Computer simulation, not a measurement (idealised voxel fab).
process module | voxel transistor to metal
Pictured: cross-section cut, 270 nm wide, on a grid of 5 nm square cells.
A cross-section is a grid of square cells, given in bands from the top down. A band is one or more rows of cells.
The band entry comprises the height of the band's top followed by the height of its bottom, expressed in nm, and subsequently the band's materials from left to right, each stated together with its width in nm. Where a single material is marked with the word "full width", that material fills the band from edge to edge. The word "blank" represents empty space.
Heads up on the height convention: 0 is the point under which the incoming wafer is all one material, and the lowest band has no bottom, it just keeps going down, like "z 0 and below".
Per-row width for "30..40": begins at first number (top row of band), ends at second number (bottom row), increment between rows held constant.
"no change" means the step left every cell of the cross-section as it was.
The list in "Cavities, closed" covers empty spaces of 8 cells or more that cannot reach the top through any open way, and it gives each as width x height at distance; the distance is from the left edge, and width, height and distance are in nm.
It should be noted that, on the line of a given step, the content following the step's settings is a remark produced by the simulator itself with respect to that step.
Each step line may optionally specify "overlay nm", which for a step with a mask gives the rightward distance between the mask's planned place and where it lay, a negative value indicating the leftward direction.
plan
- 1: RECEIVE with material Si
- 2: OXIDIZE with depth nm 5
- 3: CONFORMAL_DEP with material SiN, thk nm 15
- 4: DIRECTIONAL_DEP with material aC, thk nm 10
- 5: PATTERN with tone cover, mask id ACTIVE, material resist, width nm 105, pitch nm 125, thk nm 30, overlay nm 0
- 6: DIRECTIONAL_ETCH with etch materials aC, depth nm 10
- 7: STRIP with etch materials resist
- 8: DIRECTIONAL_ETCH with etch materials SiN, depth nm 15
- 9: DIRECTIONAL_ETCH with etch materials SiO2, depth nm 5
- 10: DIRECTIONAL_ETCH with etch materials Si, depth nm 30
- 11: STRIP with etch materials aC
- 12: FILL_DEP with material SiO2, thk nm 10
- 13: CMP with height nm 15
- 14: SELECTIVE_ETCH with etch materials SiO2, depth nm 15
- 15: STRIP with etch materials SiN
- 16: SELECTIVE_ETCH with etch materials SiO2, depth nm 5
- 17: OXIDIZE with depth nm 5
- 18: DIRECTIONAL_DEP with material polySi, thk nm 20
- 19: DIRECTIONAL_DEP with material SiCN, thk nm 15
- 20: MASKED_ETCH with tone cover, mask id GATE, width nm 25, pitch nm 125, etch materials SiCN, depth nm 25, overlay nm 0
- 21: MASKED_ETCH with tone cover, mask id GATE, width nm 25, pitch nm 125, etch materials polySi, depth nm 30, overlay nm 0
- 22: CONFORMAL_DEP with material SiO2, thk nm 5
- 23: DIRECTIONAL_ETCH with etch materials SiO2, depth nm 5
- 24: CONFORMAL_DEP with material SiN, thk nm 5
- 25: DIRECTIONAL_ETCH with etch materials SiN, depth nm 5
- 26: DIRECTIONAL_ETCH with etch materials SiO2, depth nm 5
- 27: EPI with material nSi, thk nm 5
- 28: FILL_DEP with material SiO2, thk nm 10
- 29: CMP with height nm 30
- 30: DIRECTIONAL_DEP with material SiO2, thk nm 15
- 31: DIRECTIONAL_DEP with material aC, thk nm 15
- 32: PATTERN with tone open, mask id CONTACT, material resist, width nm 30, thk nm 35, overlay nm 0
- 33: DIRECTIONAL_ETCH with etch materials aC, depth nm 15
- 34: STRIP with etch materials resist
- 35: DIRECTIONAL_ETCH with etch materials SiO2, depth nm 50
- 36: STRIP with etch materials aC
- 37: CONFORMAL_DEP with material TiN, thk nm 5
- 38: FILL_DEP with material Ru, thk nm 10
- 39: CMP with height nm 45
- 40: DIRECTIONAL_DEP with material TiN, thk nm 5
- 41: DIRECTIONAL_DEP with material W, thk nm 25
- 42: MASKED_ETCH with tone cover, mask id METAL_1, width nm 20, etch materials W, depth nm 25, overlay nm 0
- 43: MASKED_ETCH with tone cover, mask id METAL_1, width nm 20, etch materials TiN, depth nm 5, overlay nm 0
- 44: FILL_DEP with material lowk, thk nm 5
- 45: CMP with height nm 75
- 46: CONFORMAL_DEP with material SiN, thk nm 5
The cross-section here shows the wafer as received, i.e. in its state after step 1
    z 0 and below | Si full width
    Cavities, closed: none
Module complete - cross-section of the first of two wafers, run according to plan
    z 80 to 75 | SiN full width
    z 75 to 50 | lowk (25)  W (20)  lowk (55)  W (20)  lowk (30)  W (20)  lowk (55)  W (20)  lowk (25)
    z 50 to 45 | lowk (25)  TiN (20)  lowk (55)  TiN (20)  lowk (30)  TiN (20)  lowk (55)  TiN (20)  lowk (25)
    z 45 to 35 | SiO2 (25)  TiN (5)  Ru (20)  TiN (5)  SiO2 (35)  TiN (5)  Ru (20)  TiN (5)  SiO2 (30)  TiN (5)  Ru (20)  TiN (5)  SiO2 (35)  TiN (5)  Ru (20)  TiN (5)  SiO2 (25)
    z 35 to 30 | SiO2 (25)  TiN (5)  Ru (15)  TiN (10)  SiO2 (35)  TiN (10)  Ru (15)  TiN (5)  SiO2 (30)  TiN (5)  Ru (15)  TiN (10)  SiO2 (35)  TiN (10)  Ru (15)  TiN (5)  SiO2 (25)
    z 30 to 15 | SiO2 (25)  TiN (5)  Ru (15)  TiN (5)  SiN (5)  SiO2 (5)  SiCN (25)  SiO2 (5)  SiN (5)  TiN (5)  Ru (15)  TiN (5)  SiO2 (30)  TiN (5)  Ru (15)  TiN (5)  SiN (5)  SiO2 (5)  SiCN (25)  SiO2 (5)  SiN (5)  TiN (5)  Ru (15)  TiN (5)  SiO2 (25)
    z 15 to 0 | SiO2 (25)  TiN (5)  Ru (15)  TiN (5)  SiN (5)  SiO2 (5)  polySi (25)  SiO2 (5)  SiN (5)  TiN (5)  Ru (15)  TiN (5)  SiO2 (30)  TiN (5)  Ru (15)  TiN (5)  SiN (5)  SiO2 (5)  polySi (25)  SiO2 (5)  SiN (5)  TiN (5)  Ru (15)  TiN (5)  SiO2 (25)
    z 0 to -5 | SiO2 (25)  TiN (25)  SiN (5)  SiO2 (5)  polySi (25)  SiO2 (5)  SiN (5)  TiN (25)  SiO2 (30)  TiN (25)  SiN (5)  SiO2 (5)  polySi (25)  SiO2 (5)  SiN (5)  TiN (25)  SiO2 (25)
    z -5 to -10 | SiO2 (15)  nSi (35)  SiO2 (45)  nSi (35)  SiO2 (10)  nSi (35)  SiO2 (45)  nSi (35)  SiO2 (15)
    z -10 to -35 | SiO2 (20)  Si (105)  SiO2 (20)  Si (105)  SiO2 (20)
    z -35 and below | Si full width
    Cavities, closed: none
Module end: cross-section of wafer two of two. Same start and process plan as the first wafer. One mistake during execution
    z 80 to 75 | SiN full width
    z 75 to 50 | lowk (25)  W (20)  lowk (55)  W (20)  lowk (30)  W (20)  lowk (55)  W (20)  lowk (25)
    z 50 to 45 | lowk (25)  TiN (20)  lowk (55)  TiN (20)  lowk (30)  TiN (20)  lowk (55)  TiN (20)  lowk (25)
    z 45 to 35 | SiO2 (25)  TiN (5)  Ru (20)  TiN (5)  SiO2 (35)  TiN (5)  Ru (20)  TiN (5)  SiO2 (30)  TiN (5)  Ru (20)  TiN (5)  SiO2 (35)  TiN (5)  Ru (20)  TiN (5)  SiO2 (25)
    z 35 to 30 | SiO2 (25)  TiN (5)  Ru (15)  TiN (10)  SiO2 (35)  TiN (10)  Ru (15)  TiN (5)  SiO2 (30)  TiN (5)  Ru (15)  TiN (10)  SiO2 (35)  TiN (10)  Ru (15)  TiN (5)  SiO2 (25)
    z 30 to 20 | SiO2 (25)  TiN (5)  Ru (15)  TiN (5)  SiN (5)  SiO2 (5)  SiCN (25)  SiO2 (5)  SiN (5)  TiN (5)  Ru (15)  TiN (5)  SiO2 (30)  TiN (5)  Ru (15)  TiN (5)  SiN (5)  SiO2 (5)  SiCN (25)  SiO2 (5)  SiN (5)  TiN (5)  Ru (15)  TiN (5)  SiO2 (25)
    z 20 to 15 | SiO2 (25)  TiN (10)  Ru (10)  TiN (5)  SiN (5)  SiO2 (5)  SiCN (25)  SiO2 (5)  SiN (5)  TiN (5)  Ru (10)  TiN (10)  SiO2 (30)  TiN (10)  Ru (10)  TiN (5)  SiN (5)  SiO2 (5)  SiCN (25)  SiO2 (5)  SiN (5)  TiN (5)  Ru (10)  TiN (10)  SiO2 (25)
    z 15 to 0 | SiCN (20)  SiO2 (5)  SiN (5)  TiN (5)  Ru (10)  TiN (5)  SiN (5)  SiO2 (5)  polySi (25)  SiO2 (5)  SiN (5)  TiN (5)  Ru (10)  TiN (5)  SiN (5)  SiO2 (5)  SiCN (20)  SiO2 (5)  SiN (5)  TiN (5)  Ru (10)  TiN (5)  SiN (5)  SiO2 (5)  polySi (25)  SiO2 (5)  SiN (5)  TiN (5)  Ru (10)  TiN (5)  SiN (5)  SiO2 (5)  SiCN (20)
    z 0 to -5 | SiCN (20)  SiO2 (5)  SiN (5)  TiN (20)  SiN (5)  SiO2 (5)  polySi (25)  SiO2 (5)  SiN (5)  TiN (20)  SiN (5)  SiO2 (5)  SiCN (20)  SiO2 (5)  SiN (5)  TiN (20)  SiN (5)  SiO2 (5)  polySi (25)  SiO2 (5)  SiN (5)  TiN (20)  SiN (5)  SiO2 (5)  SiCN (20)
    z -5 to -10 | SiCN (20)  SiO2 (10)  nSi (20)  SiO2 (45)  nSi (20)  SiO2 (10)  SiCN (20)  SiO2 (10)  nSi (20)  SiO2 (45)  nSi (20)  SiO2 (10)  SiCN (20)
    z -10 to -35 | SiCN (20)  Si (105)  SiCN (20)  Si (105)  SiCN (20)
    z -35 and below | Si full width
    Cavities, closed: none
Heads up, the wafer didn't run the way we planned it: step 12 deviated from plan and actually ran as FILL_DEP with material SiCN, thk nm 10
Upon completion, the second wafer contains, in terms of cells, a greater or smaller amount of certain materials than the first wafer: -16 Ru | +120 SiCN | +16 SiN | -108 SiO2 | -12 nSi
